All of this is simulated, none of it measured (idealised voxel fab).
This section sets out a process module, namely voxel self aligned vias.
Pictured: cross-section cut, 225 nm wide, on a grid of 5 nm square cells.
Reading order for cross-sections: top band down to bottom band. Underlying form: a grid of square cells. Band size: one or more rows of cells.
Per band: top height and bottom height in nm, followed by the left-to-right materials and their widths in nm; "everywhere" marks a single material spanning edge to edge, "empty" marks empty space.
A quick word on heights: they are counted from 0, and under that level the wafer as it came to us is one material throughout. The lowest band is different from the rest in having no bottom; it simply continues downward, written as in "0 and below".
You'd read "30 to 40" like this: the band's top row of cells is as wide as the first number, its bottom row is as wide as the second, and going down, every row changes width by the same amount as the row before did.
The cross-section has no changed cell in any step marked "remained unchanged".
You'll see "Enclosed voids" listing empty spaces that have no way open to the top, as long as they're 8 cells or more; the notation is width x height at distance, where the distance is from the left edge, and all of it is in nm.
What comes after the settings on a step's line is commentary from the simulator itself on that step.
If you see "overlay nm" on a step's line and that step has a mask, it's telling you how far right of where it was planned the mask ended up; a negative number means it went left instead.
-- List of planned process steps
1: op RECEIVE | material Si
2: op CONFORMAL_DEP | material SiO2 | thk nm 15
3: op CONFORMAL_DEP | material SiCN | thk nm 5
4: op DIRECTIONAL_DEP | material SiO2 | thk nm 20
5: op DIRECTIONAL_DEP | material aC | thk nm 10
6: op PATTERN | tone open | mask id LINES | material resist | width nm 20 | pitch nm 45 | thk nm 30 | overlay nm 0
7: op DIRECTIONAL_ETCH | etch materials aC | depth nm 10
8: op STRIP | etch materials resist
9: op DIRECTIONAL_ETCH | etch materials SiO2 | depth nm 20
10: op STRIP | etch materials aC
11: op CONFORMAL_DEP | material TiN | thk nm 5
12: op FILL_DEP | material Ru | thk nm 5
13: op CMP | height nm 40
14: op SELECTIVE_ETCH | etch materials W Ru TiN | depth nm 10
15: op FILL_DEP | material SiN | thk nm 10
16: op CMP | height nm 40
17: op DIRECTIONAL_DEP | material SiO2 | thk nm 20
18: op MASKED_ETCH | tone open | mask id VIAS | width nm 30 | pitch nm 90 | etch materials SiO2 | depth nm 20 | overlay nm 0
19: op MASKED_ETCH | tone open | mask id VIAS | width nm 30 | pitch nm 90 | etch materials SiN | depth nm 10 | overlay nm 0
20: op CONFORMAL_DEP | material TiN | thk nm 5
21: op FILL_DEP | material W | thk nm 10
22: op CMP | height nm 60
23: op CONFORMAL_DEP | material SiCN | thk nm 5
-- First wafer out of two, processed as planned
-- Incoming wafer, cross-sectional view, post step 1
- 0 and below | Si everywhere
- Enclosed voids: none
-- The wafer, seen in cross-section, after step 2
- 15 down to 0 | SiO2 everywhere
- No changes below 0.
-- The wafer, seen in cross-section, after step 3
- 20 down to 15 | SiCN everywhere
- No changes below 15.
-- The wafer, seen in cross-section, after step 4
- 40 down to 20 | SiO2 everywhere
- No changes below 20.
-- The wafer, seen in cross-section, after step 5
- 50 down to 40 | aC everywhere
- No changes below 40.
-- The wafer, seen in cross-section, after step 6
- 80 down to 50 | resist: 55 | empty: 20 | resist: 25 | empty: 20 | resist: 25 | empty: 20 | resist: 60
- No changes below 50.
-- The wafer, seen in cross-section, after step 7
- 70 down to 50 | resist: 55 | empty: 20 | resist: 25 | empty: 20 | resist: 25 | empty: 20 | resist: 60
- 50 down to 40 | aC: 55 | empty: 20 | aC: 25 | empty: 20 | aC: 25 | empty: 20 | aC: 60
- No changes below 40.
-- The wafer, seen in cross-section, after step 8
- 50 down to 40 | aC: 55 | empty: 20 | aC: 25 | empty: 20 | aC: 25 | empty: 20 | aC: 60
- No changes below 40.
-- The wafer, seen in cross-section, after step 9
- 50 down to 40 | aC: 55 | empty: 20 | aC: 25 | empty: 20 | aC: 25 | empty: 20 | aC: 60
- 40 down to 20 | SiO2: 55 | empty: 20 | SiO2: 25 | empty: 20 | SiO2: 25 | empty: 20 | SiO2: 60
- No changes below 20.
-- The wafer, seen in cross-section, after step 10
- 40 down to 20 | SiO2: 55 | empty: 20 | SiO2: 25 | empty: 20 | SiO2: 25 | empty: 20 | SiO2: 60
- No changes below 20.
-- The wafer, seen in cross-section, after step 11
- 45 down to 40 | TiN: 60 | empty: 10 | TiN: 35 | empty: 10 | TiN: 35 | empty: 10 | TiN: 65
- 40 down to 25 | SiO2: 55 | TiN: 5 | empty: 10 | TiN: 5 | SiO2: 25 | TiN: 5 | empty: 10 | TiN: 5 | SiO2: 25 | TiN: 5 | empty: 10 | TiN: 5 | SiO2: 60
- 25 down to 20 | SiO2: 55 | TiN: 20 | SiO2: 25 | TiN: 20 | SiO2: 25 | TiN: 20 | SiO2: 60
- No changes below 20.
-- The wafer, seen in cross-section, after step 12
- 50 down to 45 | Ru everywhere
- 45 down to 40 | TiN: 60 | Ru: 10 | TiN: 35 | Ru: 10 | TiN: 35 | Ru: 10 | TiN: 65
- 40 down to 25 | SiO2: 55 | TiN: 5 | Ru: 10 | TiN: 5 | SiO2: 25 | TiN: 5 | Ru: 10 | TiN: 5 | SiO2: 25 | TiN: 5 | Ru: 10 | TiN: 5 | SiO2: 60
- No changes below 25.
-- The wafer, seen in cross-section, after step 13
- 40 down to 25 | SiO2: 55 | TiN: 5 | Ru: 10 | TiN: 5 | SiO2: 25 | TiN: 5 | Ru: 10 | TiN: 5 | SiO2: 25 | TiN: 5 | Ru: 10 | TiN: 5 | SiO2: 60
- No changes below 25.
-- The wafer, seen in cross-section, after step 14
- 40 down to 30 | SiO2: 55 | empty: 20 | SiO2: 25 | empty: 20 | SiO2: 25 | empty: 20 | SiO2: 60
- No changes below 30.
-- The wafer, seen in cross-section, after step 15
- 50 down to 40 | SiN everywhere
- 40 down to 30 | SiO2: 55 | SiN: 20 | SiO2: 25 | SiN: 20 | SiO2: 25 | SiN: 20 | SiO2: 60
- No changes below 30.
-- The wafer, seen in cross-section, after step 16
- 40 down to 30 | SiO2: 55 | SiN: 20 | SiO2: 25 | SiN: 20 | SiO2: 25 | SiN: 20 | SiO2: 60
- No changes below 30.
-- The wafer, seen in cross-section, after step 17
- 60 down to 40 | SiO2 everywhere
- No changes below 40.
-- The wafer, seen in cross-section, after step 18
- 60 down to 40 | SiO2: 50 | empty: 30 | SiO2: 60 | empty: 30 | SiO2: 55
- No changes below 40.
-- The wafer, seen in cross-section, after step 19
- 60 down to 40 | SiO2: 50 | empty: 30 | SiO2: 60 | empty: 30 | SiO2: 55
- 40 down to 30 | SiO2: 55 | empty: 20 | SiO2: 25 | SiN: 20 | SiO2: 25 | empty: 20 | SiO2: 60
- No changes below 30.
-- The wafer, seen in cross-section, after step 20
- 65 down to 60 | TiN: 55 | empty: 20 | TiN: 70 | empty: 20 | TiN: 60
- 60 down to 45 | SiO2: 50 | TiN: 5 | empty: 20 | TiN: 5 | SiO2: 60 | TiN: 5 | empty: 20 | TiN: 5 | SiO2: 55
- 45 down to 40 | SiO2: 50 | TiN: 10 | empty: 10 | TiN: 10 | SiO2: 60 | TiN: 10 | empty: 10 | TiN: 10 | SiO2: 55
- 40 down to 35 | SiO2: 55 | TiN: 5 | empty: 10 | TiN: 5 | SiO2: 25 | SiN: 20 | SiO2: 25 | TiN: 5 | empty: 10 | TiN: 5 | SiO2: 60
- 35 down to 30 | SiO2: 55 | TiN: 20 | SiO2: 25 | SiN: 20 | SiO2: 25 | TiN: 20 | SiO2: 60
- No changes below 30.
-- The wafer, seen in cross-section, after step 21
- 75 down to 65 | W everywhere
- 65 down to 60 | TiN: 55 | W: 20 | TiN: 70 | W: 20 | TiN: 60
- 60 down to 45 | SiO2: 50 | TiN: 5 | W: 20 | TiN: 5 | SiO2: 60 | TiN: 5 | W: 20 | TiN: 5 | SiO2: 55
- 45 down to 40 | SiO2: 50 | TiN: 10 | W: 10 | TiN: 10 | SiO2: 60 | TiN: 10 | W: 10 | TiN: 10 | SiO2: 55
- 40 down to 35 | SiO2: 55 | TiN: 5 | W: 10 | TiN: 5 | SiO2: 25 | SiN: 20 | SiO2: 25 | TiN: 5 | W: 10 | TiN: 5 | SiO2: 60
- No changes below 35.
-- The wafer, seen in cross-section, after step 22
- 60 down to 45 | SiO2: 50 | TiN: 5 | W: 20 | TiN: 5 | SiO2: 60 | TiN: 5 | W: 20 | TiN: 5 | SiO2: 55
- No changes below 45.
-- The wafer, seen in cross-section, after step 23
- 65 down to 60 | SiCN everywhere
- No changes below 60.
-- Here the second wafer is described. Its start and its plan were those of the first wafer. Its run contained one mistake. Up to and including step 14, it did exactly what the first wafer did
-- What the second wafer looks like in cross-section when step 15 should have wrapped up
- 50 down to 40 | aC everywhere
- 40 down to 30 | SiO2: 55 | aC: 20 | SiO2: 25 | aC: 20 | SiO2: 25 | aC: 20 | SiO2: 60
- No changes below 30.
-- What the second wafer looks like in cross-section when step 16 should have wrapped up
- 40 down to 30 | SiO2: 55 | aC: 20 | SiO2: 25 | aC: 20 | SiO2: 25 | aC: 20 | SiO2: 60
- No changes below 30.
-- What the second wafer looks like in cross-section when step 17 should have wrapped up
- 60 down to 40 | SiO2 everywhere
- No changes below 40.
-- What the second wafer looks like in cross-section when step 18 should have wrapped up
- 60 down to 40 | SiO2: 50 | empty: 30 | SiO2: 60 | empty: 30 | SiO2: 55
- No changes below 40.
What the second wafer looks like in cross-section when step 19 should have wrapped up: remained unchanged
-- What the second wafer looks like in cross-section when step 20 should have wrapped up
- 65 down to 60 | TiN: 55 | empty: 20 | TiN: 70 | empty: 20 | TiN: 60
- 60 down to 45 | SiO2: 50 | TiN: 5 | empty: 20 | TiN: 5 | SiO2: 60 | TiN: 5 | empty: 20 | TiN: 5 | SiO2: 55
- 45 down to 40 | SiO2: 50 | TiN: 30 | SiO2: 60 | TiN: 30 | SiO2: 55
- No changes below 40.
-- What the second wafer looks like in cross-section when step 21 should have wrapped up
- 75 down to 65 | W everywhere
- 65 down to 60 | TiN: 55 | W: 20 | TiN: 70 | W: 20 | TiN: 60
- 60 down to 45 | SiO2: 50 | TiN: 5 | W: 20 | TiN: 5 | SiO2: 60 | TiN: 5 | W: 20 | TiN: 5 | SiO2: 55
- No changes below 45.
-- What the second wafer looks like in cross-section when step 22 should have wrapped up
- 60 down to 45 | SiO2: 50 | TiN: 5 | W: 20 | TiN: 5 | SiO2: 60 | TiN: 5 | W: 20 | TiN: 5 | SiO2: 55
- No changes below 45.
-- What the second wafer looks like in cross-section when step 23 should have wrapped up
- 65 down to 60 | SiCN everywhere
- No changes below 60.
Run error: step 15 was run on a setting that differed from the plan, and what really ran there is op FILL_DEP | material aC | thk nm 10
Cell-count delta at end, second wafer over first, by material: SiN: 8 fewer; TiN: 8 fewer; W: 8 fewer; aC: 24 more
